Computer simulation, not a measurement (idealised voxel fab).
Title: Process Module voxel self aligned contacts
In the cross-section labelled cut, the width is 175 nm and each square cell is 5 nm.
Heads up, the way a cross-section reads in here is a grid of square cells, handed over as bands from the top down, with every band being one or more rows of cells.
In this notation a band is specified by the heights of its top and bottom, in that order and in nm, after which its materials appear from left to right, each paired with its width in nm. The word "full width" attached to a single material means that material fills the band from edge to edge; the word "air" stands for empty space.
For the purposes of this specification, 0 denotes the height below which the wafer in its as-received condition is composed wholly of one material, and the lowermost band, lacking a lower limit, extends downward without end, as expressed in "0..down".
The width entry "30..40" should be interpreted row by row: the top row of cells in the band takes the first number, the bottom row takes the second number, and the change between adjacent rows is uniform throughout.
The cross-section has no changed cell in any step marked "identical to before".
"Closed void listing" - sealed voids, min. 8 cells, no opening to top; format: width x height at distance (distance from left edge; nm throughout).
It should be noted that, on the line of a given step, the content following the step's settings is a remark produced by the simulator itself with respect to that step.
On any step carrying a mask, the "overlay nm" setting, if present on the step's line, tells how far right of its planned place the mask lay; negative values point to the left.
-- This section lists the process steps that were planned
| 1 | RECEIVE, material Si |
| 2 | CONFORMAL_DEP, material SiO2, thk nm 5 |
| 3 | DIRECTIONAL_DEP, material polySi, thk nm 25 |
| 4 | DIRECTIONAL_DEP, material SiN, thk nm 15 |
| 5 | DIRECTIONAL_DEP, material aC, thk nm 10 |
| 6 | PATTERN, tone cover, mask id GATE, material resist, width nm 30, pitch nm 60, thk nm 30, overlay nm 0 |
| 7 | DIRECTIONAL_ETCH, etch materials aC, depth nm 10 |
| 8 | STRIP, etch materials resist |
| 9 | DIRECTIONAL_ETCH, etch materials SiN, depth nm 15 |
| 10 | DIRECTIONAL_ETCH, etch materials polySi, depth nm 25 |
| 11 | STRIP, etch materials aC |
| 12 | CONFORMAL_DEP, material SiN, thk nm 5 |
| 13 | DIRECTIONAL_ETCH, etch materials SiN, depth nm 5 |
| 14 | FILL_DEP, material SiO2, thk nm 15 |
| 15 | CMP, height nm 55 |
| 16 | DIRECTIONAL_DEP, material aC, thk nm 10 |
| 17 | PATTERN, tone open, mask id CONTACT, material resist, width nm 40, thk nm 30, overlay nm 0 |
| 18 | DIRECTIONAL_ETCH, etch materials aC, depth nm 10 |
| 19 | STRIP, etch materials resist |
| 20 | DIRECTIONAL_ETCH, etch materials SiO2, depth nm 55 |
| 21 | STRIP, etch materials aC |
| 22 | CONFORMAL_DEP, material TiN, thk nm 5 |
| 23 | FILL_DEP, material Ru, thk nm 5 |
| 24 | CMP, height nm 55 |
| 25 | CONFORMAL_DEP, material SiCN, thk nm 5 |
-- Cross-section of the wafer upon arrival, representing the state reached after step 1
> 0..down = Si full width
> Closed void listing: none
-- Figure: cross-sectional view of the wafer upon completion of the module, processed from the initial state and according to the plan depicted above, with one error introduced during execution
> 60..55 = SiCN full width
> 55..45 = 65 nm SiO2, 5 nm TiN, 30 nm Ru, 5 nm TiN, 70 nm SiO2
> 45..40 = 65 nm SiO2, 15 nm TiN, 10 nm Ru, 15 nm TiN, 70 nm SiO2
> 40..25 = 35 nm SiO2, 40 nm SiN, 5 nm TiN, 10 nm Ru, 5 nm TiN, 40 nm SiN, 40 nm SiO2
> 25..5 = 35 nm SiO2, 5 nm SiN, 30 nm polySi, 5 nm SiN, 5 nm TiN, 10 nm Ru, 5 nm TiN, 5 nm SiN, 30 nm polySi, 5 nm SiN, 40 nm SiO2
> 5..0 = 35 nm SiO2, 5 nm SiN, 30 nm polySi, 5 nm SiN, 20 nm TiN, 5 nm SiN, 30 nm polySi, 5 nm SiN, 40 nm SiO2
> 0..down = Si full width
> Closed void listing: none
Finding, execution versus plan: step 2 of the plan got skipped, so it never ran
